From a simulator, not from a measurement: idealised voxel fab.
process module | voxel capacitor over wiring
cross-section cut | 265 nm wide | cells 5 nm
A cross-section is a grid of square cells, given in bands from the top down. A band is one or more rows of cells.
Each band's line starts with the height of the band's top and of its bottom, in nm. Then come its materials from left to right, each with its width in nm. One material with "throughout" fills the band from edge to edge. "air" is empty space.
Height 0 is the level under which the wafer as received is all one material. The lowest band goes on downwards, as in "0 down".
A width such as "30 to 40" changes by the same amount from each row of cells to the next, from the band's top row to its bottom row.
"no change" after a step means that no cell of the cross-section changed.
closed voids: empty space of 8 cells or more with no open way to the top, each as width x height at its distance from the left edge, in nm
after a step's settings: what the simulator itself notes on the step
overlay nm, on a step with a mask: how far to the right of its planned place the mask lay; to the left if negative
plan
1 op RECEIVE | material Si
2 op CONFORMAL_DEP | material SiO2 | thk nm 10
3 op DIRECTIONAL_DEP | material TiN | thk nm 5
4 op DIRECTIONAL_DEP | material Ru | thk nm 15
5 op MASKED_ETCH | tone cover | mask id METAL_1 | width nm 20 | pitch nm 70 | etch materials Ru | depth nm 15 | overlay nm 0
6 op MASKED_ETCH | tone cover | mask id METAL_1 | width nm 20 | pitch nm 70 | etch materials TiN | depth nm 5 | overlay nm 0
7 op CONFORMAL_DEP | material SiCN | thk nm 5
8 op FILL_DEP | material lowk | thk nm 10
9 op CMP | height nm 30
10 op CONFORMAL_DEP | material SiCN | thk nm 5
11 op DIRECTIONAL_DEP | material lowk | thk nm 20
12 op PATTERN | tone open | mask id PLUG_1 | material resist | width nm 15 | thk nm 15 | overlay nm 0
13 op DIRECTIONAL_ETCH | etch materials lowk | depth nm 20
14 op DIRECTIONAL_ETCH | etch materials SiCN | depth nm 5
15 op STRIP | etch materials resist
16 op CONFORMAL_DEP | material TiN | thk nm 5
17 op FILL_DEP | material Cu | thk nm 10
18 op CMP | height nm 55
19 op DIRECTIONAL_DEP | material TiN | thk nm 5
20 op DIRECTIONAL_DEP | material HfO2 | thk nm 5
21 op DIRECTIONAL_DEP | material TiN | thk nm 5
22 op PATTERN | tone cover | mask id UPPER_PLATE | material resist | width nm 55 | thk nm 20 | overlay nm 0
23 op DIRECTIONAL_ETCH | etch materials TiN | depth nm 5
24 op DIRECTIONAL_ETCH | etch materials HfO2 | depth nm 5
25 op STRIP | etch materials resist
26 op MASKED_ETCH | tone cover | mask id LOWER_PLATE | width nm 65 | etch materials TiN | depth nm 5 | overlay nm 0
27 op FILL_DEP | material SiO2 | thk nm 15
28 op CMP | height nm 80
29 op PATTERN | tone open | mask id PLUG_2 | material resist | width nm 15 | thk nm 20 | overlay nm 0
30 op DIRECTIONAL_ETCH | etch materials SiO2 | depth nm 10
31 op STRIP | etch materials resist
32 op CONFORMAL_DEP | material TiN | thk nm 5
33 op FILL_DEP | material Cu | thk nm 10
34 op CMP | height nm 80
35 op CONFORMAL_DEP | material SiN | thk nm 5
first wafer, as planned
as received, after step 1
  0 down: Si throughout
  closed voids: none
after step 2
  10 to 0: SiO2 throughout
  below 0: unchanged
after step 3
  15 to 10: TiN throughout
  below 10: unchanged
after step 4
  30 to 15: Ru throughout
  below 15: unchanged
after step 5
  30 to 15: air 85 | Ru 20 | air 50 | Ru 20 | air 90
  below 15: unchanged
after step 6
  30 to 15: air 85 | Ru 20 | air 50 | Ru 20 | air 90
  15 to 10: air 85 | TiN 20 | air 50 | TiN 20 | air 90
  below 10: unchanged
after step 7
  35 to 30: air 80 | SiCN 30 | air 40 | SiCN 30 | air 85
  30 to 15: air 80 | SiCN 5 | Ru 20 | SiCN 5 | air 40 | SiCN 5 | Ru 20 | SiCN 5 | air 85
  15 to 10: SiCN 85 | TiN 20 | SiCN 50 | TiN 20 | SiCN 90
  below 10: unchanged
after step 8
  45 to 35: lowk throughout
  35 to 30: lowk 80 | SiCN 30 | lowk 40 | SiCN 30 | lowk 85
  30 to 15: lowk 80 | SiCN 5 | Ru 20 | SiCN 5 | lowk 40 | SiCN 5 | Ru 20 | SiCN 5 | lowk 85
  below 15: unchanged
after step 9
  30 to 15: lowk 80 | SiCN 5 | Ru 20 | SiCN 5 | lowk 40 | SiCN 5 | Ru 20 | SiCN 5 | lowk 85
  below 15: unchanged
after step 10
  35 to 30: SiCN throughout
  below 30: unchanged
after step 11
  55 to 35: lowk throughout
  below 35: unchanged
after step 12
  70 to 55: resist 90 | air 15 | resist 160
  below 55: unchanged
after step 13
  70 to 55: resist 90 | air 15 | resist 160
  55 to 35: lowk 90 | air 15 | lowk 160
  below 35: unchanged
after step 14
  70 to 55: resist 90 | air 15 | resist 160
  55 to 35: lowk 90 | air 15 | lowk 160
  35 to 30: SiCN 90 | air 15 | SiCN 160
  below 30: unchanged
after step 15
  55 to 35: lowk 90 | air 15 | lowk 160
  below 35: unchanged
after step 16
  60 to 55: TiN 95 | air 5 | TiN 165
  55 to 35: lowk 90 | TiN 5 | air 5 | TiN 5 | lowk 160
  35 to 30: SiCN 90 | TiN 15 | SiCN 160
  below 30: unchanged
after step 17
  70 to 60: Cu throughout
  60 to 55: TiN 95 | Cu 5 | TiN 165
  55 to 35: lowk 90 | TiN 5 | Cu 5 | TiN 5 | lowk 160
  below 35: unchanged
after step 18
  55 to 35: lowk 90 | TiN 5 | Cu 5 | TiN 5 | lowk 160
  below 35: unchanged
after step 19
  60 to 55: TiN throughout
  below 55: unchanged
after step 20
  65 to 60: HfO2 throughout
  below 60: unchanged
after step 21
  70 to 65: TiN throughout
  below 65: unchanged
after step 22
  90 to 70: air 90 | resist 55 | air 120
  below 70: unchanged
after step 23
  90 to 70: air 90 | resist 55 | air 120
  70 to 65: air 90 | TiN 55 | air 120
  below 65: unchanged
after step 24
  90 to 70: air 90 | resist 55 | air 120
  70 to 65: air 90 | TiN 55 | air 120
  65 to 60: air 90 | HfO2 55 | air 120
  below 60: unchanged
after step 25
  70 to 65: air 90 | TiN 55 | air 120
  below 65: unchanged
after step 26
  70 to 65: air 90 | TiN 55 | air 120
  65 to 60: air 90 | HfO2 55 | air 120
  60 to 55: air 85 | TiN 65 | air 115
  below 55: unchanged
after step 27
  85 to 70: SiO2 throughout
  70 to 65: SiO2 90 | TiN 55 | SiO2 120
  65 to 60: SiO2 90 | HfO2 55 | SiO2 120
  60 to 55: SiO2 85 | TiN 65 | SiO2 115
  below 55: unchanged
after step 28
  80 to 70: SiO2 throughout
  below 70: unchanged
after step 29
  100 to 80: resist 100 | air 15 | resist 150
  below 80: unchanged
after step 30
  100 to 80: resist 100 | air 15 | resist 150
  80 to 70: SiO2 100 | air 15 | SiO2 150
  below 70: unchanged
after step 31
  80 to 70: SiO2 100 | air 15 | SiO2 150
  below 70: unchanged
after step 32
  85 to 80: TiN 105 | air 5 | TiN 155
  80 to 75: SiO2 100 | TiN 5 | air 5 | TiN 5 | SiO2 150
  75 to 65: SiO2 100 to 90 | TiN 15 to 55 | SiO2 150 to 120
  below 65: unchanged
after step 33
  95 to 85: Cu throughout
  85 to 80: TiN 105 | Cu 5 | TiN 155
  80 to 75: SiO2 100 | TiN 5 | Cu 5 | TiN 5 | SiO2 150
  below 75: unchanged
after step 34
  80 to 75: SiO2 100 | TiN 5 | Cu 5 | TiN 5 | SiO2 150
  below 75: unchanged
after step 35
  85 to 80: SiN throughout
  below 80: unchanged
second wafer: like start, like plan, one mistake. Through step 4 it matches the first wafer
when step 5 should have ended
  30 to 15: air 90 | Ru 20 | air 50 | Ru 20 | air 85
  below 15: unchanged
when step 6 should have ended
  30 to 15: air 90 | Ru 20 | air 50 | Ru 20 | air 85
  15 to 10: air 85 | TiN 25 | air 45 | TiN 25 | air 85
  below 10: unchanged
when step 7 should have ended
  35 to 30: air 85 | SiCN 30 | air 40 | SiCN 30 | air 80
  30 to 20: air 85 | SiCN 5 | Ru 20 | SiCN 5 | air 40 | SiCN 5 | Ru 20 | SiCN 5 | air 80
  20 to 15: air 80 | SiCN 10 | Ru 20 | SiCN 5 | air 35 | SiCN 10 | Ru 20 | SiCN 5 | air 80
  15 to 10: SiCN 85 | TiN 25 | SiCN 45 | TiN 25 | SiCN 85
  below 10: unchanged
when step 8 should have ended
  45 to 35: lowk throughout
  35 to 30: lowk 85 | SiCN 30 | lowk 40 | SiCN 30 | lowk 80
  30 to 20: lowk 85 | SiCN 5 | Ru 20 | SiCN 5 | lowk 40 | SiCN 5 | Ru 20 | SiCN 5 | lowk 80
  20 to 15: lowk 80 | SiCN 10 | Ru 20 | SiCN 5 | lowk 35 | SiCN 10 | Ru 20 | SiCN 5 | lowk 80
  below 15: unchanged
when step 9 should have ended
  30 to 20: lowk 85 | SiCN 5 | Ru 20 | SiCN 5 | lowk 40 | SiCN 5 | Ru 20 | SiCN 5 | lowk 80
  below 20: unchanged
when step 10 should have ended
  35 to 30: SiCN throughout
  below 30: unchanged
when step 11 should have ended
  55 to 35: lowk throughout
  below 35: unchanged
when step 12 should have ended
  70 to 55: resist 90 | air 15 | resist 160
  below 55: unchanged
when step 13 should have ended
  70 to 55: resist 90 | air 15 | resist 160
  55 to 35: lowk 90 | air 15 | lowk 160
  below 35: unchanged
when step 14 should have ended
  70 to 55: resist 90 | air 15 | resist 160
  55 to 35: lowk 90 | air 15 | lowk 160
  35 to 30: SiCN 90 | air 15 | SiCN 160
  below 30: unchanged
when step 15 should have ended
  55 to 35: lowk 90 | air 15 | lowk 160
  below 35: unchanged
when step 16 should have ended
  60 to 55: TiN 95 | air 5 | TiN 165
  55 to 35: lowk 90 | TiN 5 | air 5 | TiN 5 | lowk 160
  35 to 30: SiCN 90 | TiN 15 | SiCN 160
  below 30: unchanged
when step 17 should have ended
  70 to 60: Cu throughout
  60 to 55: TiN 95 | Cu 5 | TiN 165
  55 to 35: lowk 90 | TiN 5 | Cu 5 | TiN 5 | lowk 160
  below 35: unchanged
when step 18 should have ended
  55 to 35: lowk 90 | TiN 5 | Cu 5 | TiN 5 | lowk 160
  below 35: unchanged
when step 19 should have ended
  60 to 55: TiN throughout
  below 55: unchanged
when step 20 should have ended
  65 to 60: HfO2 throughout
  below 60: unchanged
when step 21 should have ended
  70 to 65: TiN throughout
  below 65: unchanged
when step 22 should have ended
  90 to 70: air 90 | resist 55 | air 120
  below 70: unchanged
when step 23 should have ended
  90 to 70: air 90 | resist 55 | air 120
  70 to 65: air 90 | TiN 55 | air 120
  below 65: unchanged
when step 24 should have ended
  90 to 70: air 90 | resist 55 | air 120
  70 to 65: air 90 | TiN 55 | air 120
  65 to 60: air 90 | HfO2 55 | air 120
  below 60: unchanged
when step 25 should have ended
  70 to 65: air 90 | TiN 55 | air 120
  below 65: unchanged
when step 26 should have ended
  70 to 65: air 90 | TiN 55 | air 120
  65 to 60: air 90 | HfO2 55 | air 120
  60 to 55: air 85 | TiN 65 | air 115
  below 55: unchanged
when step 27 should have ended
  85 to 70: SiO2 throughout
  70 to 65: SiO2 90 | TiN 55 | SiO2 120
  65 to 60: SiO2 90 | HfO2 55 | SiO2 120
  60 to 55: SiO2 85 | TiN 65 | SiO2 115
  below 55: unchanged
when step 28 should have ended
  80 to 70: SiO2 throughout
  below 70: unchanged
when step 29 should have ended
  100 to 80: resist 100 | air 15 | resist 150
  below 80: unchanged
when step 30 should have ended
  100 to 80: resist 100 | air 15 | resist 150
  80 to 70: SiO2 100 | air 15 | SiO2 150
  below 70: unchanged
when step 31 should have ended
  80 to 70: SiO2 100 | air 15 | SiO2 150
  below 70: unchanged
when step 32 should have ended
  85 to 80: TiN 105 | air 5 | TiN 155
  80 to 75: SiO2 100 | TiN 5 | air 5 | TiN 5 | SiO2 150
  75 to 65: SiO2 100 to 90 | TiN 15 to 55 | SiO2 150 to 120
  below 65: unchanged
when step 33 should have ended
  95 to 85: Cu throughout
  85 to 80: TiN 105 | Cu 5 | TiN 155
  80 to 75: SiO2 100 | TiN 5 | Cu 5 | TiN 5 | SiO2 150
  below 75: unchanged
when step 34 should have ended
  80 to 75: SiO2 100 | TiN 5 | Cu 5 | TiN 5 | SiO2 150
  below 75: unchanged
when step 35 should have ended
  85 to 80: SiN throughout
  below 80: unchanged
what went wrong: step 5 ran as: op MASKED_ETCH | tone cover | mask id METAL_1 | width nm 20 | pitch nm 70 | etch materials Ru | depth nm 15 | overlay nm 5
at the end the second wafer has, in cells: 2 more of TiN | 2 fewer of lowk
